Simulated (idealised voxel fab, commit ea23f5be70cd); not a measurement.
Name of the process module below: voxel wiring stack
Cross-section cut: width 260 nm, square cells of 5 nm.
Think of the cross-section as a grid of square cells. We describe it in bands, top to bottom, and each band covers one or more rows of those cells. Heights first: top, then bottom, in nm. Then materials, left to right, each with a width in nm. "edge to edge" on a single material: fills the band edge to edge. "blank": empty space. Beneath 0, the wafer as received is one material, and that level is where height counting begins. The lowest band goes on downward without a bottom; it is written like "0..down". You'd read "30 to 40" like this: the band's top row of cells is as wide as the first number, its bottom row is as wide as the second, and going down, every row changes width by the same amount as the row before did. It should be understood that the words "nothing different", when stated for a given step, signify that the cross-section underwent no change in any of its cells during that step. Closed empty spaces (no open way to the top) of 8 cells or more are what "Trapped void list" lists, each as width x height at distance from the left edge, nm for all three. It should be noted that, on the line of a given step, the content following the step's settings is a remark produced by the simulator itself with respect to that step. overlay nm: mask offset rightward from planned place, masked step; negative means leftward offset.
Process steps foreseen in the plan
1. op RECEIVE | material Si
2. op CONFORMAL_DEP | material SiO2 | thk nm 15
3. op DIRECTIONAL_DEP | material TiN | thk nm 5
4. op DIRECTIONAL_DEP | material Ru | thk nm 25
5. op PATTERN | tone cover | mask id METAL_1 | material resist | width nm 30 | pitch nm 45 | thk nm 15 | overlay nm 0
6. op DIRECTIONAL_ETCH | etch materials Ru | depth nm 25
7. op DIRECTIONAL_ETCH | etch materials TiN | depth nm 5
8. op STRIP | etch materials resist
9. op CONFORMAL_DEP | material SiCN | thk nm 5
10. op FILL_DEP | material SiO2 | thk nm 5
11. op CMP | height nm 45
12. op CONFORMAL_DEP | material SiCN | thk nm 5
13. op DIRECTIONAL_DEP | material lowk | thk nm 20
14. op MASKED_ETCH | tone open | mask id PLUG_1 | width nm 15 | pitch nm 90 | etch materials lowk | depth nm 20 | overlay nm 0
15. op MASKED_ETCH | tone open | mask id PLUG_1 | width nm 15 | pitch nm 90 | etch materials SiCN | depth nm 5 | overlay nm 0
16. op EPI | material Ru | thk nm 10
17. op EPI | material Ru | thk nm 10
18. op EPI | material Ru | thk nm 5
19. op CONFORMAL_DEP | material SiN | thk nm 5
20. op DIRECTIONAL_DEP | material SiO2 | thk nm 25
21. op DIRECTIONAL_DEP | material aC | thk nm 15
22. op PATTERN | tone open | mask id METAL_2 | material resist | width nm 30 | pitch nm 45 | thk nm 35 | overlay nm 0
23. op DIRECTIONAL_ETCH | etch materials aC | depth nm 15
24. op STRIP | etch materials resist
25. op DIRECTIONAL_ETCH | etch materials SiO2 | depth nm 25
26. op DIRECTIONAL_ETCH | etch materials SiN | depth nm 5
27. op STRIP | etch materials aC
28. op CONFORMAL_DEP | material TiN | thk nm 5
29. op FILL_DEP | material Ru | thk nm 10
30. op CMP | height nm 100
31. op EPI | material Ru | thk nm 5
32. op FILL_DEP | material SiCN | thk nm 5
33. op DIRECTIONAL_DEP | material lowk | thk nm 25
34. op PATTERN | tone open | mask id METAL_3 | material resist | width nm 30 | pitch nm 45 | thk nm 20 | overlay nm 0
35. op DIRECTIONAL_ETCH | etch materials lowk | depth nm 15
36. op STRIP | etch materials resist
37. op DIRECTIONAL_DEP | material aC | thk nm 15
38. op PATTERN | tone open | mask id METAL_3_HOLES | material resist | width nm 15 | pitch nm 45 | thk nm 30 | overlay nm 0
39. op DIRECTIONAL_ETCH | etch materials aC | depth nm 15
40. op STRIP | etch materials resist
41. op DIRECTIONAL_ETCH | etch materials lowk | depth nm 10
42. op DIRECTIONAL_ETCH | etch materials SiCN | depth nm 5
43. op STRIP | etch materials aC
44. op CONFORMAL_DEP | material TiN | thk nm 5
45. op FILL_DEP | material Cu | thk nm 5
46. op CMP | height nm 135
47. op CONFORMAL_DEP | material SiN | thk nm 5
Cross-section, incoming material, after step 1
* 0..down = Si edge to edge
* Trapped void list: none
End state of the module in cross-section, given the above starting point and plan and one mistake in execution
* 140..135 = SiN edge to edge
* 135..125 = lowk=70, then TiN=5, then Cu=20, then TiN=5, then lowk=15, then TiN=5, then Cu=20, then TiN=5, then lowk=15, then TiN=5, then Cu=20, then TiN=5, then lowk=70
* 125..120 = lowk=70, then TiN=5, then Cu=5, then TiN=20, then lowk=15, then TiN=5, then Cu=5, then TiN=20, then lowk=15, then TiN=5, then Cu=5, then TiN=20, then lowk=70
* 120..110 = lowk=70, then TiN=5, then Cu=5, then TiN=5, then lowk=30, then TiN=5, then Cu=5, then TiN=5, then lowk=30, then TiN=5, then Cu=5, then TiN=5, then lowk=85
* 110..105 = SiCN=70, then TiN=15, then SiCN=30, then TiN=15, then SiCN=30, then TiN=15, then SiCN=85
* 105..100 = Ru edge to edge
* 100..85 = Ru=60, then TiN=5, then SiO2=5, then TiN=5, then Ru=75, then TiN=5, then SiO2=5, then TiN=5, then Ru=95
* 85..80 = TiN=65, then SiO2=5, then TiN=5, then Ru=20, then TiN=25, then Ru=20, then TiN=15, then SiO2=5, then TiN=5, then Ru=20, then TiN=75
* 80..75 = SiO2=70, then TiN=5, then Ru=20, then TiN=5, then SiO2=15, then TiN=5, then Ru=20, then TiN=5, then SiO2=15, then TiN=5, then Ru=20, then TiN=5, then SiO2=70
* 75..70 = SiO2=65, then SiN=5, then TiN=30, then SiO2=15, then TiN=5, then Ru=20, then TiN=5, then SiO2=10, then SiN=5, then TiN=30, then SiO2=70
* 70..55 = SiO2=65, then SiN=5, then lowk=15, then SiN=5, then TiN=10, then SiO2=15, then TiN=5, then Ru=20, then TiN=5, then SiO2=10, then SiN=5, then lowk=15, then SiN=5, then TiN=10, then SiO2=70
* 55..50 = SiN=70, then lowk=15, then SiN=5, then TiN=10, then SiN=15, then TiN=30, then SiN=15, then lowk=15, then SiN=5, then TiN=10, then SiN=70
* 50..45 = SiCN edge to edge
* 45..20 = SiO2=65, then SiCN=5, then Ru=30, then SiCN=5, then SiO2=5, then SiCN=5, then Ru=30, then SiCN=5, then SiO2=5, then SiCN=5, then Ru=30, then SiCN=5, then SiO2=65
* 20..15 = SiCN=70, then TiN=30, then SiCN=15, then TiN=30, then SiCN=15, then TiN=30, then SiCN=70
* 15..0 = SiO2 edge to edge
* 0..down = Si edge to edge
* Trapped void list: none
Against the plan, the run slipped here: step 14 did not use the planned setting and instead ran as op MASKED_ETCH | tone cover | mask id PLUG_1 | width nm 15 | pitch nm 90 | etch materials lowk | depth nm 20 | overlay nm 0
